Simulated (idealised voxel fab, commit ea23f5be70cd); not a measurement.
process module | voxel self aligned contacts
cross-section cut | 200 nm wide | cells 5 nm
A cross-section is a grid of square cells, given in bands from the top down. A band is one or more rows of cells.
Each band's line starts with the height of the band's top and of its bottom, in nm. Then come its materials from left to right, each with its width in nm. One material with "throughout" fills the band from edge to edge. "air" is empty space.
Height 0 is the level under which the wafer as received is all one material. The lowest band goes on downwards, as in "0 down".
A width such as "30 to 40" changes by the same amount from each row of cells to the next, from the band's top row to its bottom row.
"no change" after a step means that no cell of the cross-section changed.
closed voids: empty space of 8 cells or more with no open way to the top, each as width x height at its distance from the left edge, in nm
after a step's settings: what the simulator itself notes on the step
overlay nm, on a step with a mask: how far to the right of its planned place the mask lay; to the left if negative
plan
1 op RECEIVE | material Si
2 op OXIDIZE | depth nm 5
3 op DIRECTIONAL_DEP | material polySi | thk nm 20
4 op DIRECTIONAL_DEP | material SiN | thk nm 25
5 op DIRECTIONAL_DEP | material aC | thk nm 10
6 op PATTERN | tone cover | mask id GATE | material resist | width nm 30 | pitch nm 65 | thk nm 30 | overlay nm 0
7 op DIRECTIONAL_ETCH | etch materials aC | depth nm 10
8 op STRIP | etch materials resist
9 op DIRECTIONAL_ETCH | etch materials SiN | depth nm 25
10 op DIRECTIONAL_ETCH | etch materials polySi | depth nm 20
11 op STRIP | etch materials aC
12 op CONFORMAL_DEP | material SiN | thk nm 10
13 op DIRECTIONAL_ETCH | etch materials SiN | depth nm 10
14 op FILL_DEP | material SiO2 | thk nm 20
15 op CMP | height nm 55
16 op MASKED_ETCH | tone open | mask id CONTACT | width nm 45 | pitch nm 65 | etch materials SiO2 | depth nm 60 | overlay nm 0
17 op CONFORMAL_DEP | material TiN | thk nm 5
18 op FILL_DEP | material Ru | thk nm 10
19 op CMP | height nm 55
20 op CONFORMAL_DEP | material SiN | thk nm 5
first wafer, as planned
as received, after step 1
  0 down: Si throughout
  closed voids: none
after step 2
  0 to -5: SiO2 throughout
  below -5: unchanged
after step 3
  20 to 0: polySi throughout
  below 0: unchanged
after step 4
  45 to 20: SiN throughout
  below 20: unchanged
after step 5
  55 to 45: aC throughout
  below 45: unchanged
after step 6
  85 to 55: air 20 | resist 30 | air 35 | resist 30 | air 35 | resist 30 | air 20
  below 55: unchanged
after step 7
  75 to 55: air 20 | resist 30 | air 35 | resist 30 | air 35 | resist 30 | air 20
  55 to 45: air 20 | aC 30 | air 35 | aC 30 | air 35 | aC 30 | air 20
  below 45: unchanged
after step 8
  55 to 45: air 20 | aC 30 | air 35 | aC 30 | air 35 | aC 30 | air 20
  below 45: unchanged
after step 9
  55 to 45: air 20 | aC 30 | air 35 | aC 30 | air 35 | aC 30 | air 20
  45 to 20: air 20 | SiN 30 | air 35 | SiN 30 | air 35 | SiN 30 | air 20
  below 20: unchanged
after step 10
  55 to 45: air 20 | aC 30 | air 35 | aC 30 | air 35 | aC 30 | air 20
  45 to 20: air 20 | SiN 30 | air 35 | SiN 30 | air 35 | SiN 30 | air 20
  20 to 0: air 20 | polySi 30 | air 35 | polySi 30 | air 35 | polySi 30 | air 20
  below 0: unchanged
after step 11
  45 to 20: air 20 | SiN 30 | air 35 | SiN 30 | air 35 | SiN 30 | air 20
  below 20: unchanged
after step 12
  55 to 20: air 10 | SiN 50 | air 15 | SiN 50 | air 15 | SiN 50 | air 10
  20 to 10: air 10 | SiN 10 | polySi 30 | SiN 10 | air 15 | SiN 10 | polySi 30 | SiN 10 | air 15 | SiN 10 | polySi 30 | SiN 10 | air 10
  10 to 0: SiN 20 | polySi 30 | SiN 35 | polySi 30 | SiN 35 | polySi 30 | SiN 20
  below 0: unchanged
after step 13
  45 to 20: air 10 | SiN 50 | air 15 | SiN 50 | air 15 | SiN 50 | air 10
  20 to 0: air 10 | SiN 10 | polySi 30 | SiN 10 | air 15 | SiN 10 | polySi 30 | SiN 10 | air 15 | SiN 10 | polySi 30 | SiN 10 | air 10
  below 0: unchanged
after step 14
  65 to 45: SiO2 throughout
  45 to 20: SiO2 10 | SiN 50 | SiO2 15 | SiN 50 | SiO2 15 | SiN 50 | SiO2 10
  20 to 0: SiO2 10 | SiN 10 | polySi 30 | SiN 10 | SiO2 15 | SiN 10 | polySi 30 | SiN 10 | SiO2 15 | SiN 10 | polySi 30 | SiN 10 | SiO2 10
  below 0: unchanged
after step 15
  55 to 45: SiO2 throughout
  below 45: unchanged
after step 16
  55 to 45: SiO2 45 | air 45 | SiO2 20 | air 45 | SiO2 45
  45 to 20: SiO2 10 | SiN 50 | air 15 | SiN 50 | air 15 | SiN 50 | SiO2 10
  20 to 0: SiO2 10 | SiN 10 | polySi 30 | SiN 10 | air 15 | SiN 10 | polySi 30 | SiN 10 | air 15 | SiN 10 | polySi 30 | SiN 10 | SiO2 10
  0 to -5: SiO2 60 | air 15 | SiO2 50 | air 15 | SiO2 60
  below -5: unchanged
after step 17
  60 to 55: TiN 50 | air 35 | TiN 30 | air 35 | TiN 50
  55 to 45: SiO2 45 | TiN 5 to 20 | air 35 to 5 | TiN 5 to 20 | SiO2 20 | TiN 5 to 20 | air 35 to 5 | TiN 5 to 20 | SiO2 45
  45 to 20: SiO2 10 | SiN 50 | TiN 5 | air 5 | TiN 5 | SiN 50 | TiN 5 | air 5 | TiN 5 | SiN 50 | SiO2 10
  20 to 0: SiO2 10 | SiN 10 | polySi 30 | SiN 10 | TiN 5 | air 5 | TiN 5 | SiN 10 | polySi 30 | SiN 10 | TiN 5 | air 5 | TiN 5 | SiN 10 | polySi 30 | SiN 10 | SiO2 10
  0 to -5: SiO2 60 | TiN 15 | SiO2 50 | TiN 15 | SiO2 60
  below -5: unchanged
after step 18
  70 to 60: Ru throughout
  60 to 55: TiN 50 | Ru 35 | TiN 30 | Ru 35 | TiN 50
  55 to 45: SiO2 45 | TiN 5 to 20 | Ru 35 to 5 | TiN 5 to 20 | SiO2 20 | TiN 5 to 20 | Ru 35 to 5 | TiN 5 to 20 | SiO2 45
  45 to 20: SiO2 10 | SiN 50 | TiN 5 | Ru 5 | TiN 5 | SiN 50 | TiN 5 | Ru 5 | TiN 5 | SiN 50 | SiO2 10
  20 to 0: SiO2 10 | SiN 10 | polySi 30 | SiN 10 | TiN 5 | Ru 5 | TiN 5 | SiN 10 | polySi 30 | SiN 10 | TiN 5 | Ru 5 | TiN 5 | SiN 10 | polySi 30 | SiN 10 | SiO2 10
  below 0: unchanged
after step 19
  55 to 45: SiO2 45 | TiN 5 to 20 | Ru 35 to 5 | TiN 5 to 20 | SiO2 20 | TiN 5 to 20 | Ru 35 to 5 | TiN 5 to 20 | SiO2 45
  below 45: unchanged
after step 20
  60 to 55: SiN throughout
  below 55: unchanged
second wafer: like start, like plan, one mistake. Through step 9 it matches the first wafer
when step 10 should have ended
  55 to 45: air 20 | aC 30 | air 35 | aC 30 | air 35 | aC 30 | air 20
  45 to 20: air 20 | SiN 30 | air 35 | SiN 30 | air 35 | SiN 30 | air 20
  20 to 5: air 20 | polySi 30 | air 35 | polySi 30 | air 35 | polySi 30 | air 20
  below 5: unchanged
when step 11 should have ended
  45 to 20: air 20 | SiN 30 | air 35 | SiN 30 | air 35 | SiN 30 | air 20
  below 20: unchanged
when step 12 should have ended
  55 to 20: air 10 | SiN 50 | air 15 | SiN 50 | air 15 | SiN 50 | air 10
  20 to 15: air 10 | SiN 10 | polySi 30 | SiN 10 | air 15 | SiN 10 | polySi 30 | SiN 10 | air 15 | SiN 10 | polySi 30 | SiN 10 | air 10
  15 to 5: SiN 20 | polySi 30 | SiN 35 | polySi 30 | SiN 35 | polySi 30 | SiN 20
  below 5: unchanged
when step 13 should have ended
  45 to 20: air 10 | SiN 50 | air 15 | SiN 50 | air 15 | SiN 50 | air 10
  20 to 5: air 10 | SiN 10 | polySi 30 | SiN 10 | air 15 | SiN 10 | polySi 30 | SiN 10 | air 15 | SiN 10 | polySi 30 | SiN 10 | air 10
  below 5: unchanged
when step 14 should have ended
  65 to 45: SiO2 throughout
  45 to 20: SiO2 10 | SiN 50 | SiO2 15 | SiN 50 | SiO2 15 | SiN 50 | SiO2 10
  20 to 5: SiO2 10 | SiN 10 | polySi 30 | SiN 10 | SiO2 15 | SiN 10 | polySi 30 | SiN 10 | SiO2 15 | SiN 10 | polySi 30 | SiN 10 | SiO2 10
  below 5: unchanged
when step 15 should have ended
  55 to 45: SiO2 throughout
  below 45: unchanged
when step 16 should have ended
  55 to 45: SiO2 45 | air 45 | SiO2 20 | air 45 | SiO2 45
  45 to 20: SiO2 10 | SiN 50 | air 15 | SiN 50 | air 15 | SiN 50 | SiO2 10
  20 to 5: SiO2 10 | SiN 10 | polySi 30 | SiN 10 | air 15 | SiN 10 | polySi 30 | SiN 10 | air 15 | SiN 10 | polySi 30 | SiN 10 | SiO2 10
  below 5: unchanged
when step 17 should have ended
  60 to 55: TiN 50 | air 35 | TiN 30 | air 35 | TiN 50
  55 to 45: SiO2 45 | TiN 5 to 20 | air 35 to 5 | TiN 5 to 20 | SiO2 20 | TiN 5 to 20 | air 35 to 5 | TiN 5 to 20 | SiO2 45
  45 to 20: SiO2 10 | SiN 50 | TiN 5 | air 5 | TiN 5 | SiN 50 | TiN 5 | air 5 | TiN 5 | SiN 50 | SiO2 10
  20 to 10: SiO2 10 | SiN 10 | polySi 30 | SiN 10 | TiN 5 | air 5 | TiN 5 | SiN 10 | polySi 30 | SiN 10 | TiN 5 | air 5 | TiN 5 | SiN 10 | polySi 30 | SiN 10 | SiO2 10
  10 to 5: SiO2 10 | SiN 10 | polySi 30 | SiN 10 | TiN 15 | SiN 10 | polySi 30 | SiN 10 | TiN 15 | SiN 10 | polySi 30 | SiN 10 | SiO2 10
  below 5: unchanged
when step 18 should have ended
  70 to 60: Ru throughout
  60 to 55: TiN 50 | Ru 35 | TiN 30 | Ru 35 | TiN 50
  55 to 45: SiO2 45 | TiN 5 to 20 | Ru 35 to 5 | TiN 5 to 20 | SiO2 20 | TiN 5 to 20 | Ru 35 to 5 | TiN 5 to 20 | SiO2 45
  45 to 20: SiO2 10 | SiN 50 | TiN 5 | Ru 5 | TiN 5 | SiN 50 | TiN 5 | Ru 5 | TiN 5 | SiN 50 | SiO2 10
  20 to 10: SiO2 10 | SiN 10 | polySi 30 | SiN 10 | TiN 5 | Ru 5 | TiN 5 | SiN 10 | polySi 30 | SiN 10 | TiN 5 | Ru 5 | TiN 5 | SiN 10 | polySi 30 | SiN 10 | SiO2 10
  below 10: unchanged
when step 19 should have ended
  55 to 45: SiO2 45 | TiN 5 to 20 | Ru 35 to 5 | TiN 5 to 20 | SiO2 20 | TiN 5 to 20 | Ru 35 to 5 | TiN 5 to 20 | SiO2 45
  below 45: unchanged
when step 20 should have ended
  60 to 55: SiN throughout
  below 55: unchanged
what went wrong: step 10 ran as: op DIRECTIONAL_ETCH | etch materials polySi | depth nm 15
at the end the second wafer has, in cells: 4 fewer of Ru | 12 fewer of SiN | 2 more of SiO2 | 8 fewer of TiN | 22 more of polySi
